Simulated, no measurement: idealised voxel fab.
Process module in this document: voxel quadruple lines
The cross-section on display is named cut; it measures 235 nm wide, and its cells are 5 nm squares.
This document writes a cross-section as a grid whose cells are square, and gives it as bands, listed from the top down; one or more rows of cells form a band.
The entry gives the band's vertical extent as a top height and a bottom height in nm, then its horizontal make-up as materials from left to right, each with a width in nm. "empty" stands for empty space; a single material marked "full width" fills the band edge to edge.
Heights are reckoned from 0. Under this level, the received wafer is all of one material. The bottommost band is open-ended downward, for example "top 0, no bottom".
Width: "30->40" (first number = top row, second number = bottom row, same change from row to row of cells).
"identical to before" means the step left every cell of the cross-section as it was.
Entry "Trapped voids" = empty spaces >= 8 cells with no open way to the top; each as width x height at distance, distance from left edge, all nm.
On each step's line, the part that comes after the settings is the simulator's own comment on the step.
When a step includes a mask, the "overlay nm" setting on its line states how far to the right of its planned place that mask lay, and negative values state how far to the left.

### Process steps (planned)
| 1 | RECEIVE,material Si |
| 2 | CONFORMAL_DEP,material SiO2,thk nm 5 |
| 3 | DIRECTIONAL_DEP,material Ru,thk nm 15 |
| 4 | DIRECTIONAL_DEP,material polySi,thk nm 15 |
| 5 | DIRECTIONAL_DEP,material aC,thk nm 25 |
| 6 | PATTERN,tone cover,mask id MANDREL,material resist,width nm 25,pitch nm 80,thk nm 35,overlay nm 0 |
| 7 | DIRECTIONAL_ETCH,etch materials aC,depth nm 25 |
| 8 | STRIP,etch materials resist |
| 9 | CONFORMAL_DEP,material SiO2,thk nm 15 |
| 10 | DIRECTIONAL_ETCH,etch materials SiO2,depth nm 15 |
| 11 | STRIP,etch materials aC |
| 12 | DIRECTIONAL_ETCH,etch materials polySi,depth nm 15 |
| 13 | STRIP,etch materials SiO2 |
| 14 | CONFORMAL_DEP,material SiCN,thk nm 5 |
| 15 | DIRECTIONAL_ETCH,etch materials SiCN,depth nm 5 |
| 16 | STRIP,etch materials polySi |
| 17 | DIRECTIONAL_ETCH,etch materials Ru,depth nm 15 |
| 18 | STRIP,etch materials SiCN |

### First of two wafers, with the run carried out as planned

### This is the cross-section of the wafer as we received it, i.e. after step 1
    top 0, no bottom | Si full width
    Trapped voids: none

### Wafer after step 2 (cross-section)
    top 5, bottom 0 | SiO2 full width
    Below 0, the layers are the same as they were.

### Wafer after step 3 (cross-section)
    top 20, bottom 5 | Ru full width
    Below 5, the layers are the same as they were.

### Wafer after step 4 (cross-section)
    top 35, bottom 20 | polySi full width
    Below 20, the layers are the same as they were.

### Wafer after step 5 (cross-section)
    top 60, bottom 35 | aC full width
    Below 35, the layers are the same as they were.

### Wafer after step 6 (cross-section)
    top 95, bottom 60 | 65 empty; 25 resist; 55 empty; 25 resist; 65 empty
    Below 60, the layers are the same as they were.

### Wafer after step 7 (cross-section)
    top 70, bottom 60 | 65 empty; 25 resist; 55 empty; 25 resist; 65 empty
    top 60, bottom 35 | 65 empty; 25 aC; 55 empty; 25 aC; 65 empty
    Below 35, the layers are the same as they were.

### Wafer after step 8 (cross-section)
    top 60, bottom 35 | 65 empty; 25 aC; 55 empty; 25 aC; 65 empty
    Below 35, the layers are the same as they were.

### Wafer after step 9 (cross-section)
    top 75, bottom 60 | 50 empty; 55 SiO2; 25 empty; 55 SiO2; 50 empty
    top 60, bottom 50 | 50 empty; 15 SiO2; 25 aC; 15 SiO2; 25 empty; 15 SiO2; 25 aC; 15 SiO2; 50 empty
    top 50, bottom 35 | 65 SiO2; 25 aC; 55 SiO2; 25 aC; 65 SiO2
    Below 35, the layers are the same as they were.

### Wafer after step 10 (cross-section)
    top 60, bottom 35 | 50 empty; 15 SiO2; 25 aC; 15 SiO2; 25 empty; 15 SiO2; 25 aC; 15 SiO2; 50 empty
    Below 35, the layers are the same as they were.

### Wafer after step 11 (cross-section)
    top 60, bottom 35 | 50 empty; 15 SiO2; 25 empty; 15 SiO2; 25 empty; 15 SiO2; 25 empty; 15 SiO2; 50 empty
    Below 35, the layers are the same as they were.

### Wafer after step 12 (cross-section)
    top 60, bottom 35 | 50 empty; 15 SiO2; 25 empty; 15 SiO2; 25 empty; 15 SiO2; 25 empty; 15 SiO2; 50 empty
    top 35, bottom 20 | 50 empty; 15 polySi; 25 empty; 15 polySi; 25 empty; 15 polySi; 25 empty; 15 polySi; 50 empty
    Below 20, the layers are the same as they were.

### Wafer after step 13 (cross-section)
    top 35, bottom 20 | 50 empty; 15 polySi; 25 empty; 15 polySi; 25 empty; 15 polySi; 25 empty; 15 polySi; 50 empty
    Below 20, the layers are the same as they were.

### Wafer after step 14 (cross-section)
    top 40, bottom 35 | 45 empty; 25 SiCN; 15 empty; 25 SiCN; 15 empty; 25 SiCN; 15 empty; 25 SiCN; 45 empty
    top 35, bottom 25 | 45 empty; 5 SiCN; 15 polySi; 5 SiCN; 15 empty; 5 SiCN; 15 polySi; 5 SiCN; 15 empty; 5 SiCN; 15 polySi; 5 SiCN; 15 empty; 5 SiCN; 15 polySi; 5 SiCN; 45 empty
    top 25, bottom 20 | 50 SiCN; 15 polySi; 25 SiCN; 15 polySi; 25 SiCN; 15 polySi; 25 SiCN; 15 polySi; 50 SiCN
    Below 20, the layers are the same as they were.

### Wafer after step 15 (cross-section)
    top 35, bottom 20 | 45 empty; 5 SiCN; 15 polySi; 5 SiCN; 15 empty; 5 SiCN; 15 polySi; 5 SiCN; 15 empty; 5 SiCN; 15 polySi; 5 SiCN; 15 empty; 5 SiCN; 15 polySi; 5 SiCN; 45 empty
    Below 20, the layers are the same as they were.

### Wafer after step 16 (cross-section)
    top 35, bottom 20 | 45 empty; 5 SiCN; 15 empty; 5 SiCN; 15 empty; 5 SiCN; 15 empty; 5 SiCN; 15 empty; 5 SiCN; 15 empty; 5 SiCN; 15 empty; 5 SiCN; 15 empty; 5 SiCN; 45 empty
    Below 20, the layers are the same as they were.

### Wafer after step 17 (cross-section)
    top 35, bottom 20 | 45 empty; 5 SiCN; 15 empty; 5 SiCN; 15 empty; 5 SiCN; 15 empty; 5 SiCN; 15 empty; 5 SiCN; 15 empty; 5 SiCN; 15 empty; 5 SiCN; 15 empty; 5 SiCN; 45 empty
    top 20, bottom 5 | 45 empty; 5 Ru; 15 empty; 5 Ru; 15 empty; 5 Ru; 15 empty; 5 Ru; 15 empty; 5 Ru; 15 empty; 5 Ru; 15 empty; 5 Ru; 15 empty; 5 Ru; 45 empty
    Below 5, the layers are the same as they were.

### Wafer after step 18 (cross-section)
    top 20, bottom 5 | 45 empty; 5 Ru; 15 empty; 5 Ru; 15 empty; 5 Ru; 15 empty; 5 Ru; 15 empty; 5 Ru; 15 empty; 5 Ru; 15 empty; 5 Ru; 15 empty; 5 Ru; 45 empty
    Below 5, the layers are the same as they were.

### The second wafer: identical to the first at the outset and in its planned sequence, differing only in that one mistake was made during processing; up to and including step 2, its path is the first wafer's path

### Cross-section, second wafer, at the end time the plan gives for step 3
    top 35, bottom 5 | Ru full width
    Below 5, the layers are the same as they were.

### Cross-section, second wafer, at the end time the plan gives for step 4
    top 50, bottom 35 | polySi full width
    Below 35, the layers are the same as they were.

### Cross-section, second wafer, at the end time the plan gives for step 5
    top 75, bottom 50 | aC full width
    Below 50, the layers are the same as they were.

### Cross-section, second wafer, at the end time the plan gives for step 6
    top 110, bottom 75 | 65 empty; 25 resist; 55 empty; 25 resist; 65 empty
    Below 75, the layers are the same as they were.

### Cross-section, second wafer, at the end time the plan gives for step 7
    top 85, bottom 75 | 65 empty; 25 resist; 55 empty; 25 resist; 65 empty
    top 75, bottom 50 | 65 empty; 25 aC; 55 empty; 25 aC; 65 empty
    Below 50, the layers are the same as they were.

### Cross-section, second wafer, at the end time the plan gives for step 8
    top 75, bottom 50 | 65 empty; 25 aC; 55 empty; 25 aC; 65 empty
    Below 50, the layers are the same as they were.

### Cross-section, second wafer, at the end time the plan gives for step 9
    top 90, bottom 75 | 50 empty; 55 SiO2; 25 empty; 55 SiO2; 50 empty
    top 75, bottom 65 | 50 empty; 15 SiO2; 25 aC; 15 SiO2; 25 empty; 15 SiO2; 25 aC; 15 SiO2; 50 empty
    top 65, bottom 50 | 65 SiO2; 25 aC; 55 SiO2; 25 aC; 65 SiO2
    Below 50, the layers are the same as they were.

### Cross-section, second wafer, at the end time the plan gives for step 10
    top 75, bottom 50 | 50 empty; 15 SiO2; 25 aC; 15 SiO2; 25 empty; 15 SiO2; 25 aC; 15 SiO2; 50 empty
    Below 50, the layers are the same as they were.

### Cross-section, second wafer, at the end time the plan gives for step 11
    top 75, bottom 50 | 50 empty; 15 SiO2; 25 empty; 15 SiO2; 25 empty; 15 SiO2; 25 empty; 15 SiO2; 50 empty
    Below 50, the layers are the same as they were.

### Cross-section, second wafer, at the end time the plan gives for step 12
    top 75, bottom 50 | 50 empty; 15 SiO2; 25 empty; 15 SiO2; 25 empty; 15 SiO2; 25 empty; 15 SiO2; 50 empty
    top 50, bottom 35 | 50 empty; 15 polySi; 25 empty; 15 polySi; 25 empty; 15 polySi; 25 empty; 15 polySi; 50 empty
    Below 35, the layers are the same as they were.

### Cross-section, second wafer, at the end time the plan gives for step 13
    top 50, bottom 35 | 50 empty; 15 polySi; 25 empty; 15 polySi; 25 empty; 15 polySi; 25 empty; 15 polySi; 50 empty
    Below 35, the layers are the same as they were.

### Cross-section, second wafer, at the end time the plan gives for step 14
    top 55, bottom 50 | 45 empty; 25 SiCN; 15 empty; 25 SiCN; 15 empty; 25 SiCN; 15 empty; 25 SiCN; 45 empty
    top 50, bottom 40 | 45 empty; 5 SiCN; 15 polySi; 5 SiCN; 15 empty; 5 SiCN; 15 polySi; 5 SiCN; 15 empty; 5 SiCN; 15 polySi; 5 SiCN; 15 empty; 5 SiCN; 15 polySi; 5 SiCN; 45 empty
    top 40, bottom 35 | 50 SiCN; 15 polySi; 25 SiCN; 15 polySi; 25 SiCN; 15 polySi; 25 SiCN; 15 polySi; 50 SiCN
    Below 35, the layers are the same as they were.

### Cross-section, second wafer, at the end time the plan gives for step 15
    top 50, bottom 35 | 45 empty; 5 SiCN; 15 polySi; 5 SiCN; 15 empty; 5 SiCN; 15 polySi; 5 SiCN; 15 empty; 5 SiCN; 15 polySi; 5 SiCN; 15 empty; 5 SiCN; 15 polySi; 5 SiCN; 45 empty
    Below 35, the layers are the same as they were.

### Cross-section, second wafer, at the end time the plan gives for step 16
    top 50, bottom 35 | 45 empty; 5 SiCN; 15 empty; 5 SiCN; 15 empty; 5 SiCN; 15 empty; 5 SiCN; 15 empty; 5 SiCN; 15 empty; 5 SiCN; 15 empty; 5 SiCN; 15 empty; 5 SiCN; 45 empty
    Below 35, the layers are the same as they were.

### Cross-section, second wafer, at the end time the plan gives for step 17
    top 50, bottom 35 | 45 empty; 5 SiCN; 15 empty; 5 SiCN; 15 empty; 5 SiCN; 15 empty; 5 SiCN; 15 empty; 5 SiCN; 15 empty; 5 SiCN; 15 empty; 5 SiCN; 15 empty; 5 SiCN; 45 empty
    top 35, bottom 20 | 45 empty; 5 Ru; 15 empty; 5 Ru; 15 empty; 5 Ru; 15 empty; 5 Ru; 15 empty; 5 Ru; 15 empty; 5 Ru; 15 empty; 5 Ru; 15 empty; 5 Ru; 45 empty
    Below 20, the layers are the same as they were.

### Cross-section, second wafer, at the end time the plan gives for step 18
    top 35, bottom 20 | 45 empty; 5 Ru; 15 empty; 5 Ru; 15 empty; 5 Ru; 15 empty; 5 Ru; 15 empty; 5 Ru; 15 empty; 5 Ru; 15 empty; 5 Ru; 15 empty; 5 Ru; 45 empty
    Below 20, the layers are the same as they were.
What was done differently from what was planned? it should be noted that step 3 of the plan was executed twice
Final tally in cells, some materials are higher or lower on the second wafer than on the first: Ru +141
